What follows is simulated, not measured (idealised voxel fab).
You're looking at the process module voxel quadruple lines.
Cross-section cut spans 140 nm and uses square cells 5 nm in size.
For the purposes of this document, a cross-section shall be understood as a grid of square cells, specified as bands listed in top-to-bottom order, each band consisting of one or more rows of cells. Per band: top height and bottom height in nm, followed by the left-to-right materials and their widths in nm; "all across" marks a single material spanning edge to edge, "blank" marks empty space. Basically, 0 is our baseline, since under it the wafer straight out of the box is all one material. The bottom band has no lower end and keeps on going down, so it looks like "0 down". Think of "30 to 40" as a width that walks from the first number to the second as you go down the band, top row to bottom row, taking equal-sized steps from row to row. Any step labelled "no alterations made" changed none of the cells in the cross-section. Voids not open to the top, 8 cells minimum: see "Completely enclosed voids". Written width x height at distance; distance is from the left edge; nm. That trailing text on a step's line, after the settings, is the simulator's own remark on the step. The line of a step may include "overlay nm". On a step with a mask, this value is how far to the right of its planned place the mask lay. A negative value means the mask lay to the left.

## Set out below are the planned steps of the process
1,RECEIVE (material Si)
2,CONFORMAL_DEP (material SiO2; thk nm 5)
3,DIRECTIONAL_DEP (material TiN; thk nm 10)
4,DIRECTIONAL_DEP (material polySi; thk nm 20)
5,DIRECTIONAL_DEP (material aC; thk nm 20)
6,PATTERN (tone cover; mask id MANDREL; material resist; width nm 20; pitch nm 60; thk nm 30; overlay nm 0)
7,DIRECTIONAL_ETCH (etch materials aC; depth nm 20)
8,STRIP (etch materials resist)
9,CONFORMAL_DEP (material SiO2; thk nm 10)
10,DIRECTIONAL_ETCH (etch materials SiO2; depth nm 10)
11,STRIP (etch materials aC)
12,DIRECTIONAL_ETCH (etch materials polySi; depth nm 20)
13,STRIP (etch materials SiO2)
14,CONFORMAL_DEP (material SiCN; thk nm 5)
15,DIRECTIONAL_ETCH (etch materials SiCN; depth nm 5)
16,STRIP (etch materials polySi)
17,DIRECTIONAL_ETCH (etch materials TiN; depth nm 10)
18,STRIP (etch materials SiCN)
19,FILL_DEP (material lowk; thk nm 10)
20,CMP (height nm 15)

## Wafer as received: cross-section following step 1
    0 down = Si all across
    Completely enclosed voids: none

## Post-module cross-section of the first of two wafers (run per plan)
    15 to 5 = lowk=15 / TiN=5 / lowk=10 / TiN=5 / lowk=10 / TiN=5 / lowk=10 / TiN=5 / lowk=10 / TiN=5 / lowk=10 / TiN=5 / lowk=10 / TiN=5 / lowk=10 / TiN=5 / lowk=15
    5 to 0 = SiO2 all across
    0 down = Si all across
    Completely enclosed voids: none

## Second of two wafers, module complete, sectioned: it shares the first wafer's start and plan but was run with one mistake
    15 to 5 = lowk=25 / TiN=5 / lowk=20 / TiN=5 / lowk=30 / TiN=5 / lowk=20 / TiN=5 / lowk=25
    5 to 0 = SiO2 all across
    0 down = Si all across
    Completely enclosed voids: none
Run error: step 6 off recipe, ran as PATTERN (tone open; mask id MANDREL; material resist; width nm 20; pitch nm 60; thk nm 30; overlay nm 0)
Count the cells at the end and the second wafer has more or fewer of some materials than the first: 8 fewer of TiN | 8 more of lowk
